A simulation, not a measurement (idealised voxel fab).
The following is a process module called voxel trench capacitor.
Section shown: cut. Width: 195 nm. Cell size: 5 nm, square.
Cross-sections here: square-cell grids, written as top-down lists of bands, a band being one or more rows of cells. Top height, bottom height, nm. Materials left to right, width each, nm. Single material + "everywhere" = fills band edge to edge. "air" = empty. Below 0: as-received wafer, all one material; heights counted from there. Lowest band: no bottom, goes on down, written "0..down". Per-row width for "30 to 40": begins at first number (top row of band), ends at second number (bottom row), increment between rows held constant. For the purposes of this document, the phrase "same as before" attached to a step denotes that no cell within the cross-section was modified by that step. Entrapped void list: empty space of 8 cells or more with no open way to the top, each as width x height at its distance from the left edge, in nm. That trailing text on a step's line, after the settings, is the simulator's own remark on the step. overlay nm: mask right of planned place by this much (step with mask). Neg. = left.

PROCESS STEPS FORESEEN IN THE PLAN
1,op RECEIVE | material Si
2,op CONFORMAL_DEP | material SiN | thk nm 5
3,op DIRECTIONAL_DEP | material aC | thk nm 15
4,op PATTERN | tone open | mask id TRENCH | material resist | width nm 25 | pitch nm 55 | thk nm 35 | overlay nm 0
5,op DIRECTIONAL_ETCH | etch materials aC | depth nm 15
6,op STRIP | etch materials resist
7,op DIRECTIONAL_ETCH | etch materials SiN | depth nm 5
8,op DIRECTIONAL_ETCH | etch materials Si | depth nm 35
9,op STRIP | etch materials aC
10,op CONFORMAL_DEP | material SiO2 | thk nm 5
11,op FILL_DEP | material polySi | thk nm 10
12,op CMP | height nm 5

THE FOLLOWING PERTAINS TO THE FIRST OF TWO WAFERS, WHICH WAS PROCESSED AS PLANNED

RECEIVED-STATE CROSS-SECTION, REFLECTING COMPLETION OF STEP 1
0..down = Si everywhere
Entrapped void list: none

AFTER STEP 2: WAFER CROSS-SECTION
5..0 = SiN everywhere
Unchanged below 0.

AFTER STEP 3: WAFER CROSS-SECTION
20..5 = aC everywhere
Unchanged below 5.

AFTER STEP 4: WAFER CROSS-SECTION
55..20 = resist 30 nm / air 25 nm / resist 30 nm / air 25 nm / resist 30 nm / air 25 nm / resist 30 nm
Unchanged below 20.

AFTER STEP 5: WAFER CROSS-SECTION
40..20 = resist 30 nm / air 25 nm / resist 30 nm / air 25 nm / resist 30 nm / air 25 nm / resist 30 nm
20..5 = aC 30 nm / air 25 nm / aC 30 nm / air 25 nm / aC 30 nm / air 25 nm / aC 30 nm
Unchanged below 5.

AFTER STEP 6: WAFER CROSS-SECTION
20..5 = aC 30 nm / air 25 nm / aC 30 nm / air 25 nm / aC 30 nm / air 25 nm / aC 30 nm
Unchanged below 5.

AFTER STEP 7: WAFER CROSS-SECTION
20..5 = aC 30 nm / air 25 nm / aC 30 nm / air 25 nm / aC 30 nm / air 25 nm / aC 30 nm
5..0 = SiN 30 nm / air 25 nm / SiN 30 nm / air 25 nm / SiN 30 nm / air 25 nm / SiN 30 nm
Unchanged below 0.

AFTER STEP 8: WAFER CROSS-SECTION
20..5 = aC 30 nm / air 25 nm / aC 30 nm / air 25 nm / aC 30 nm / air 25 nm / aC 30 nm
5..0 = SiN 30 nm / air 25 nm / SiN 30 nm / air 25 nm / SiN 30 nm / air 25 nm / SiN 30 nm
0..-35 = Si 30 nm / air 25 nm / Si 30 nm / air 25 nm / Si 30 nm / air 25 nm / Si 30 nm
Unchanged below -35.

AFTER STEP 9: WAFER CROSS-SECTION
5..0 = SiN 30 nm / air 25 nm / SiN 30 nm / air 25 nm / SiN 30 nm / air 25 nm / SiN 30 nm
Unchanged below 0.

AFTER STEP 10: WAFER CROSS-SECTION
10..5 = SiO2 35 nm / air 15 nm / SiO2 40 nm / air 15 nm / SiO2 40 nm / air 15 nm / SiO2 35 nm
5..0 = SiN 30 nm / SiO2 5 nm / air 15 nm / SiO2 5 nm / SiN 30 nm / SiO2 5 nm / air 15 nm / SiO2 5 nm / SiN 30 nm / SiO2 5 nm / air 15 nm / SiO2 5 nm / SiN 30 nm
0..-30 = Si 30 nm / SiO2 5 nm / air 15 nm / SiO2 5 nm / Si 30 nm / SiO2 5 nm / air 15 nm / SiO2 5 nm / Si 30 nm / SiO2 5 nm / air 15 nm / SiO2 5 nm / Si 30 nm
-30..-35 = Si 30 nm / SiO2 25 nm / Si 30 nm / SiO2 25 nm / Si 30 nm / SiO2 25 nm / Si 30 nm
Unchanged below -35.

AFTER STEP 11: WAFER CROSS-SECTION
20..10 = polySi everywhere
10..5 = SiO2 35 nm / polySi 15 nm / SiO2 40 nm / polySi 15 nm / SiO2 40 nm / polySi 15 nm / SiO2 35 nm
5..0 = SiN 30 nm / SiO2 5 nm / polySi 15 nm / SiO2 5 nm / SiN 30 nm / SiO2 5 nm / polySi 15 nm / SiO2 5 nm / SiN 30 nm / SiO2 5 nm / polySi 15 nm / SiO2 5 nm / SiN 30 nm
0..-30 = Si 30 nm / SiO2 5 nm / polySi 15 nm / SiO2 5 nm / Si 30 nm / SiO2 5 nm / polySi 15 nm / SiO2 5 nm / Si 30 nm / SiO2 5 nm / polySi 15 nm / SiO2 5 nm / Si 30 nm
Unchanged below -30.

AFTER STEP 12: WAFER CROSS-SECTION
5..0 = SiN 30 nm / SiO2 5 nm / polySi 15 nm / SiO2 5 nm / SiN 30 nm / SiO2 5 nm / polySi 15 nm / SiO2 5 nm / SiN 30 nm / SiO2 5 nm / polySi 15 nm / SiO2 5 nm / SiN 30 nm
Unchanged below 0.

IT IS TO BE NOTED THAT THE SECOND WAFER PROCEEDED FROM THE SAME INITIAL STATE AND ACCORDING TO THE SAME PLAN AS THE FIRST, ALTHOUGH ONE MISTAKE WAS COMMITTED IN ITS EXECUTION; THROUGH STEP 11, INCLUSIVE, THE TWO WAFERS SHARE AN IDENTICAL HISTORY

Second wafer: cross-section at the scheduled end of step 12: same as before
The mistake made against the process plan was this: step 12 from the plan never happened, it was just skipped
Once processing is complete, comparing cell counts shows that the second wafer has more or fewer of certain materials than the first: SiO2 +30 | polySi +87
